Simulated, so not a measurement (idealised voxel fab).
Process module, titled voxel fin reveal
Square cells of 5 nm make up the cross-section cut, whose width is 275 nm.
Cross-section, as written here: a square-cell grid given band by band from the top down, where a band holds one or more rows of cells. In this notation a band is specified by the heights of its top and bottom, in that order and in nm, after which its materials appear from left to right, each paired with its width in nm. The word "edge to edge" attached to a single material means that material fills the band from edge to edge; the word "blank" stands for empty space. Beneath 0, the wafer as received is one material, and that level is where height counting begins. The lowest band goes on downward without a bottom; it is written like "0 -> down". Quick explanation for "30..40": the width changes in equal steps down the rows of cells, from the first number in the band's top row to the second number in its bottom row. Take "left unchanged" at face value: in the step it is given for, the cross-section changed in none of its cells. Closed-off voids of 8+ cells (no open route to the top) go in "Trapped cavities", written width x height at distance from the left edge, in nm. On each step's line, the part that comes after the settings is the simulator's own comment on the step. overlay nm: mask right of planned place by this much (step with mask). Neg. = left.

The process steps that were planned are listed below:
1: RECEIVE with material Si
2: CONFORMAL_DEP with material SiN, thk nm 5
3: MASKED_ETCH with tone cover, mask id FINS, width nm 15, pitch nm 35, etch materials SiN, depth nm 5, overlay nm 0
4: MASKED_ETCH with tone cover, mask id FINS, width nm 15, pitch nm 35, etch materials Si, depth nm 40, overlay nm 0
5: OXIDIZE with depth nm 5
6: FILL_DEP with material SiO2, thk nm 15
7: CMP with height nm 5
8: SELECTIVE_ETCH with etch materials SiO2, depth nm 20
9: STRIP with etch materials SiN

Delivered wafer in cross-section: state after step 1:
* 0 -> down | Si edge to edge
* Trapped cavities: none

Cross-section: first of two wafers, module finished, run according to plan:
* 0 -> -15 | blank 80 nm / Si 5 nm / blank 30 nm / Si 5 nm / blank 30 nm / Si 5 nm / blank 30 nm / Si 5 nm / blank 85 nm
* -15 -> -45 | SiO2 80 nm / Si 5 nm / SiO2 30 nm / Si 5 nm / SiO2 30 nm / Si 5 nm / SiO2 30 nm / Si 5 nm / SiO2 85 nm
* -45 -> down | Si edge to edge
* Trapped cavities: none

Presented here is a cross-section of the second of the two wafers as it stood at the end of the module. It was started in the same manner and assigned the same plan as the first wafer; however, one mistake was made in its execution:
* 0 -> -15 | blank 80 nm / Si 5 nm / blank 30 nm / Si 5 nm / blank 30 nm / Si 5 nm / blank 30 nm / Si 5 nm / blank 85 nm
* -15 -> -50 | SiO2 80 nm / Si 5 nm / SiO2 30 nm / Si 5 nm / SiO2 30 nm / Si 5 nm / SiO2 30 nm / Si 5 nm / SiO2 85 nm
* -50 -> down | Si edge to edge
* Trapped cavities: none
Run error: step 4: run off-plan, actual operation and settings MASKED_ETCH with tone cover, mask id FINS, width nm 15, pitch nm 35, etch materials Si, depth nm 45, overlay nm 0
Upon completion, the second wafer contains, in terms of cells, a greater or smaller amount of certain materials than the first wafer: Si: 51 fewer; SiO2: 51 more
